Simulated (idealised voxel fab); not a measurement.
Process module, titled voxel self aligned contacts
Cross-sectional view cut (width: 300 nm; square cell size: 5 nm).
Cross-section format: a grid of square cells, given as bands from top to bottom; each band is one or more rows of cells. Each band's line starts with the height of the band's top and of its bottom, in nm. Then come its materials from left to right, each with its width in nm. One material with "everywhere" fills the band from edge to edge. "air" is empty space. Counting heights begins at 0, where everything beneath is, in the wafer as received, one material. The lowest band has no bottom; it goes on downwards, as "0 down" shows. A width such as "30 to 40" changes by the same amount from each row of cells to the next, from the band's top row to its bottom row. Where the words "left unchanged" appear for a step, the cross-section shows no cell changed by that step; every cell remained as before. Entry "Unvented internal voids" = empty spaces >= 8 cells with no open way to the top; each as width x height at distance, distance from left edge, all nm. Text after the settings on a step's line: the simulator's own remark on that step. A step's line can hold "overlay nm"; with a mask on that step, the setting says how far right of the planned place the mask lay, while a negative setting says it lay to the left.

Planned step list for the process:
step 1: RECEIVE: material Si
step 2: CONFORMAL_DEP: material SiO2, thk nm 5
step 3: DIRECTIONAL_DEP: material polySi, thk nm 20
step 4: DIRECTIONAL_DEP: material SiN, thk nm 15
step 5: PATTERN: tone cover, mask id GATE, material resist, width nm 25, pitch nm 60, thk nm 15, overlay nm 0
step 6: DIRECTIONAL_ETCH: etch materials SiN, depth nm 15
step 7: DIRECTIONAL_ETCH: etch materials polySi, depth nm 20
step 8: STRIP: etch materials resist
step 9: CONFORMAL_DEP: material SiN, thk nm 5
step 10: DIRECTIONAL_ETCH: etch materials SiN, depth nm 5
step 11: FILL_DEP: material SiO2, thk nm 15
step 12: CMP: height nm 50
step 13: PATTERN: tone open, mask id CONTACT, material resist, width nm 45, pitch nm 60, thk nm 15, overlay nm 0
step 14: DIRECTIONAL_ETCH: etch materials SiO2, depth nm 50
step 15: STRIP: etch materials resist
step 16: CONFORMAL_DEP: material TiN, thk nm 5
step 17: FILL_DEP: material W, thk nm 10
step 18: CMP: height nm 50
step 19: CONFORMAL_DEP: material SiCN, thk nm 5
Heads up: all these wafers start the same, and what changes between them is the thk nm in step 16. The value you see in the plan is just what the first wafer got.

Incoming state of the first of several wafers in cross-section: after step 1:
    0 down  Si everywhere
    Unvented internal voids: none

Quick look at the cross-section of the first of several wafers after step 19, which wraps up the module:
    55 to 50  SiCN everywhere
    50 to 40  95 of SiO2 | 5 to 15 of TiN | 35 to 15 of W | 5 to 15 of TiN | 15 of SiO2 | 5 to 15 of TiN | 35 to 15 of W | 5 to 15 of TiN | 100 of SiO2
    40 to 25  70 of SiO2 | 35 of SiN | 5 of TiN | 15 of W | 5 of TiN | 35 of SiN | 5 of TiN | 15 of W | 5 of TiN | 35 of SiN | 75 of SiO2
    25 to 5  70 of SiO2 | 5 of SiN | 25 of polySi | 5 of SiN | 5 of TiN | 15 of W | 5 of TiN | 5 of SiN | 25 of polySi | 5 of SiN | 5 of TiN | 15 of W | 5 of TiN | 5 of SiN | 25 of polySi | 5 of SiN | 75 of SiO2
    5 to 0  105 of SiO2 | 25 of TiN | 35 of SiO2 | 25 of TiN | 110 of SiO2
    0 down  Si everywhere
    Unvented internal voids: none

Cross-sectional depiction of the last of several wafers upon completion of the module:
    55 to 50  SiCN everywhere
    50 to 40  95 of SiO2 | 45 of TiN | 15 of SiO2 | 45 of TiN | 100 of SiO2
    40 to 25  70 of SiO2 | 35 of SiN | 25 of TiN | 35 of SiN | 25 of TiN | 35 of SiN | 75 of SiO2
    25 to 5  70 of SiO2 | 5 of SiN | 25 of polySi | 5 of SiN | 25 of TiN | 5 of SiN | 25 of polySi | 5 of SiN | 25 of TiN | 5 of SiN | 25 of polySi | 5 of SiN | 75 of SiO2
    5 to 0  105 of SiO2 | 25 of TiN | 35 of SiO2 | 25 of TiN | 110 of SiO2
    0 down  Si everywhere
    Unvented internal voids: none

each wafer at the end: cells of each material gained (+) or lost (-) since it was received, then its closed voids:
thk nm 5, +60 SiCN, +87 SiN, +337 SiO2, +54 TiN, +62 W, +60 polySi, Unvented internal voids: none
thk nm 10, +60 SiCN, +87 SiN, +337 SiO2, +100 TiN, +16 W, +60 polySi, Unvented internal voids: none
thk nm 15, +60 SiCN, +87 SiN, +337 SiO2, +116 TiN, +60 polySi, Unvented internal voids: none
thk nm 20, +60 SiCN, +87 SiN, +337 SiO2, +116 TiN, +60 polySi, Unvented internal voids: none
